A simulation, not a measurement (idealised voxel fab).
A process module follows: voxel ribs on slabs.
Section cut is 265 nm wide and gridded with 5 nm square cells.
We lay out every cross-section as a grid of square cells and spell it out in bands from the top down, where one band means one or more rows of cells. Band entry format. Leading values: height of top, height of bottom, nm. Remainder: materials in left-to-right order, each with its width in nm. Special words: "full width" on a single material, which then fills the band edge to edge; "empty", empty space. Heights are reckoned from 0. Under this level, the received wafer is all of one material. The bottommost band is open-ended downward, for example "0 down". Graded width ("30->40"): value in top row of band = first number; value in bottom row = second number; row-to-row change constant. "remained unchanged" means the step left every cell of the cross-section as it was. Closed-off voids of 8+ cells (no open route to the top) go in "Enclosed void listing", written width x height at distance from the left edge, in nm. Read whatever lies past the settings on a step's line as the simulator's own remark about the step. If you see "overlay nm" on a step's line and that step has a mask, it's telling you how far right of where it was planned the mask ended up; a negative number means it went left instead.
### Planned process steps
1: RECEIVE (material Si)
2: DIRECTIONAL_DEP (material SiO2; thk nm 30)
3: DIRECTIONAL_DEP (material polySi; thk nm 20)
4: DIRECTIONAL_DEP (material aC; thk nm 15)
5: PATTERN (tone cover; mask id RIB; material resist; width nm 30; thk nm 35; overlay nm 0)
6: DIRECTIONAL_ETCH (etch materials aC; depth nm 15)
7: STRIP (etch materials resist)
8: DIRECTIONAL_ETCH (etch materials polySi; depth nm 10)
9: STRIP (etch materials aC)
10: DIRECTIONAL_DEP (material aC; thk nm 10)
11: PATTERN (tone cover; mask id SLAB; material resist; width nm 80; thk nm 25; overlay nm 0)
12: DIRECTIONAL_ETCH (etch materials aC; depth nm 10)
13: STRIP (etch materials resist)
14: DIRECTIONAL_ETCH (etch materials polySi; depth nm 10)
15: STRIP (etch materials aC)
16: FILL_DEP (material SiO2; thk nm 25)
17: CMP (height nm 70)
18: DIRECTIONAL_DEP (material W; thk nm 10)
19: MASKED_ETCH (tone cover; mask id HEATER; width nm 40; etch materials W; depth nm 10; overlay nm 0)
20: CONFORMAL_DEP (material SiO2; thk nm 10)
### Cross-section of the wafer upon arrival, representing the state reached after step 1
    0 down  Si full width
    Enclosed void listing: none
### Same starting wafer, same plan as above, one mistake in the execution; this is the cross-section at the end of the module
    90 to 80  empty: 100, SiO2: 60, empty: 105
    80 to 70  SiO2: 110, W: 40, SiO2: 115
    70 to 50  SiO2 full width
    50 to 40  SiO2: 115, polySi: 35, SiO2: 115
    40 to 30  SiO2: 90, polySi: 80, SiO2: 95
    30 to 0  SiO2 full width
    0 down  Si full width
    Enclosed void listing: none
In executing the process, a mistake was made relative to the plan: rather than as planned, step 5 actually ran as PATTERN (tone cover; mask id RIB; material resist; width nm 35; thk nm 35; overlay nm 0)
